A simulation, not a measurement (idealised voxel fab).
process module | voxel capacitor over wiring
cross-section cut | 300 nm wide | cells 5 nm
A cross-section is a grid of square cells, given in bands from the top down. A band is one or more rows of cells.
Each band's line starts with the height of the band's top and of its bottom, in nm. Then come its materials from left to right, each with its width in nm. One material with "throughout" fills the band from edge to edge. "air" is empty space.
Height 0 is the level under which the wafer as received is all one material. The lowest band goes on downwards, as in "0 down".
A width such as "30 to 40" changes by the same amount from each row of cells to the next, from the band's top row to its bottom row.
"no change" after a step means that no cell of the cross-section changed.
closed voids: empty space of 8 cells or more with no open way to the top, each as width x height at its distance from the left edge, in nm
after a step's settings: what the simulator itself notes on the step
overlay nm, on a step with a mask: how far to the right of its planned place the mask lay; to the left if negative
plan
1 op RECEIVE | material Si
2 op CONFORMAL_DEP | material SiO2 | thk nm 15
3 op DIRECTIONAL_DEP | material TiN | thk nm 5
4 op DIRECTIONAL_DEP | material W | thk nm 25
5 op PATTERN | tone cover | mask id METAL_1 | material resist | width nm 20 | pitch nm 85 | thk nm 20 | overlay nm 0
6 op DIRECTIONAL_ETCH | etch materials W | depth nm 25
7 op DIRECTIONAL_ETCH | etch materials TiN | depth nm 5
8 op STRIP | etch materials resist
9 op CONFORMAL_DEP | material SiN | thk nm 5
10 op FILL_DEP | material lowk | thk nm 10
11 op CMP | height nm 45
12 op CONFORMAL_DEP | material SiCN | thk nm 5
13 op DIRECTIONAL_DEP | material lowk | thk nm 15
14 op DIRECTIONAL_DEP | material aC | thk nm 10
15 op PATTERN | tone open | mask id PLUG_1 | material resist | width nm 15 | thk nm 30 | overlay nm 0
16 op DIRECTIONAL_ETCH | etch materials aC | depth nm 10
17 op STRIP | etch materials resist
18 op DIRECTIONAL_ETCH | etch materials lowk | depth nm 15
19 op DIRECTIONAL_ETCH | etch materials SiCN | depth nm 5
20 op STRIP | etch materials aC
21 op EPI | material Ru | thk nm 10
22 op EPI | material Ru | thk nm 10
23 op DIRECTIONAL_DEP | material TiN | thk nm 5
24 op DIRECTIONAL_DEP | material Al2O3 | thk nm 5
25 op DIRECTIONAL_DEP | material TiN | thk nm 10
26 op MASKED_ETCH | tone cover | mask id UPPER_PLATE | width nm 70 | etch materials TiN | depth nm 10 | overlay nm 0
27 op MASKED_ETCH | tone cover | mask id UPPER_PLATE | width nm 70 | etch materials Al2O3 | depth nm 5 | overlay nm 0
28 op DIRECTIONAL_DEP | material aC | thk nm 15
29 op PATTERN | tone cover | mask id LOWER_PLATE | material resist | width nm 80 | thk nm 30 | overlay nm 0
30 op DIRECTIONAL_ETCH | etch materials aC | depth nm 15
31 op STRIP | etch materials resist
32 op DIRECTIONAL_ETCH | etch materials TiN | depth nm 5
33 op STRIP | etch materials aC
34 op FILL_DEP | material SiO2 | thk nm 20
35 op CMP | height nm 100
36 op MASKED_ETCH | tone open | mask id PLUG_2 | width nm 15 | etch materials SiO2 | depth nm 15 | overlay nm 0
37 op CONFORMAL_DEP | material TiN | thk nm 5
38 op FILL_DEP | material Ru | thk nm 10
39 op CMP | height nm 100
40 op CONFORMAL_DEP | material SiN | thk nm 5
as received, after step 1
  0 down: Si throughout
  closed voids: none
first wafer at the end, as planned
  105 to 100: SiN throughout
  100 to 90: SiO2 110 | TiN 5 | Ru 5 | TiN 5 | SiO2 175
  90 to 85: SiO2 110 | TiN 15 | SiO2 175
  85 to 75: SiO2 100 | TiN 70 | SiO2 130
  75 to 70: SiO2 100 | Al2O3 70 | SiO2 130
  70 to 65: SiO2 95 | TiN 80 | SiO2 125
  65 to 50: lowk 100 | Ru 15 | lowk 185
  50 to 45: SiCN 100 | Ru 15 | SiCN 185
  45 to 20: lowk 90 | SiN 5 | W 20 | SiN 5 | lowk 55 | SiN 5 | W 20 | SiN 5 | lowk 95
  20 to 15: SiN 95 | TiN 20 | SiN 65 | TiN 20 | SiN 100
  15 to 0: SiO2 throughout
  0 down: Si throughout
  closed voids: none
second wafer at the end: like start, like plan, one mistake
  105 to 100: SiN throughout
  100 to 90: Ru 105 | TiN 5 | SiO2 15 | TiN 5 | Ru 170
  90 to 85: TiN 110 | SiO2 15 | TiN 175
  85 to 75: SiO2 100 | TiN 70 | SiO2 130
  75 to 70: SiO2 100 | Al2O3 70 | SiO2 130
  70 to 65: SiO2 95 | TiN 80 | SiO2 125
  65 to 50: lowk 100 | Ru 15 | lowk 185
  50 to 45: SiCN 100 | Ru 15 | SiCN 185
  45 to 20: lowk 90 | SiN 5 | W 20 | SiN 5 | lowk 55 | SiN 5 | W 20 | SiN 5 | lowk 95
  20 to 15: SiN 95 | TiN 20 | SiN 65 | TiN 20 | SiN 100
  15 to 0: SiO2 throughout
  0 down: Si throughout
  closed voids: none
what went wrong: step 36 ran as: op MASKED_ETCH | tone cover | mask id PLUG_2 | width nm 15 | etch materials SiO2 | depth nm 15 | overlay nm 0
at the end the second wafer has, in cells: 108 more of Ru | 162 fewer of SiO2 | 54 more of TiN
